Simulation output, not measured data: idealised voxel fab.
This section sets out a process module, namely voxel self aligned contacts.
This is section cut - it's 290 nm across, gridded in 5 nm square cells.
Each cross-section below is a grid of square cells, stated as bands in top-down order, with one or more rows of cells making up each band. Top, bottom (nm), then materials left to right with widths (nm); lone material tagged "throughout" fills the whole band edge to edge; "blank" = empty space. Heights are expressed relative to 0, this being the level below which the as-received wafer comprises one material exclusively. The lowest band is unbounded in the downward direction and is denoted as in "0 -> down". Per-row width for "30..40": begins at first number (top row of band), ends at second number (bottom row), increment between rows held constant. "no change" for a step: no cell of the cross-section changed in that step. This entry, "Sealed void listing", enumerates those empty regions of no fewer than 8 cells that possess no open connection to the top. Each region is reported in the form width x height at distance, the distance being taken from the left edge, with all three quantities expressed in nm. That trailing text on a step's line, after the settings, is the simulator's own remark on the step. A step's line can hold "overlay nm"; with a mask on that step, the setting says how far right of the planned place the mask lay, while a negative setting says it lay to the left.
-- Process steps (planned)
1. RECEIVE [material Si]
2. CONFORMAL_DEP [material SiO2] [thk nm 5]
3. DIRECTIONAL_DEP [material polySi] [thk nm 25]
4. DIRECTIONAL_DEP [material SiN] [thk nm 25]
5. PATTERN [tone cover] [mask id GATE] [material resist] [width nm 25] [pitch nm 60] [thk nm 15] [overlay nm 0]
6. DIRECTIONAL_ETCH [etch materials SiN] [depth nm 25]
7. DIRECTIONAL_ETCH [etch materials polySi] [depth nm 25]
8. STRIP [etch materials resist]
9. CONFORMAL_DEP [material SiN] [thk nm 10]
10. DIRECTIONAL_ETCH [etch materials SiN] [depth nm 10]
11. FILL_DEP [material SiO2] [thk nm 15]
12. CMP [height nm 65]
13. DIRECTIONAL_DEP [material aC] [thk nm 10]
14. PATTERN [tone open] [mask id CONTACT] [material resist] [width nm 45] [pitch nm 60] [thk nm 30] [overlay nm 0]
15. DIRECTIONAL_ETCH [etch materials aC] [depth nm 10]
16. STRIP [etch materials resist]
17. DIRECTIONAL_ETCH [etch materials SiO2] [depth nm 65]
18. STRIP [etch materials aC]
19. CONFORMAL_DEP [material TiN] [thk nm 5]
20. FILL_DEP [material W] [thk nm 10]
21. CMP [height nm 65]
22. CONFORMAL_DEP [material SiCN] [thk nm 5]
-- Cross-section of the wafer upon arrival, representing the state reached after step 1
- 0 -> down: Si throughout
- Sealed void listing: none
-- Look at the cross-section after the module: the wafer started out the way shown above and the plan was the one shown above, yet one mistake was made along the way
- 80 -> 75: SiCN throughout
- 75 -> 70: W throughout
- 70 -> 65: TiN 95 nm; W 35 nm; TiN 25 nm; W 35 nm; TiN 100 nm
- 65 -> 55: SiO2 90 nm; TiN 5..20 nm; W 35..5 nm; TiN 5..20 nm; SiO2 15 nm; TiN 5..20 nm; W 35..5 nm; TiN 5..20 nm; SiO2 95 nm
- 55 -> 30: SiO2 60 nm; SiN 45 nm; TiN 5 nm; W 5 nm; TiN 5 nm; SiN 45 nm; TiN 5 nm; W 5 nm; TiN 5 nm; SiN 45 nm; SiO2 65 nm
- 30 -> 5: SiO2 60 nm; SiN 10 nm; polySi 25 nm; SiN 10 nm; TiN 5 nm; W 5 nm; TiN 5 nm; SiN 10 nm; polySi 25 nm; SiN 10 nm; TiN 5 nm; W 5 nm; TiN 5 nm; SiN 10 nm; polySi 25 nm; SiN 10 nm; SiO2 65 nm
- 5 -> 0: SiO2 105 nm; TiN 15 nm; SiO2 45 nm; TiN 15 nm; SiO2 110 nm
- 0 -> down: Si throughout
- Sealed void listing: none
What broke from the plan during processing? planned and actual differ for step 21; actual: CMP [height nm 75]
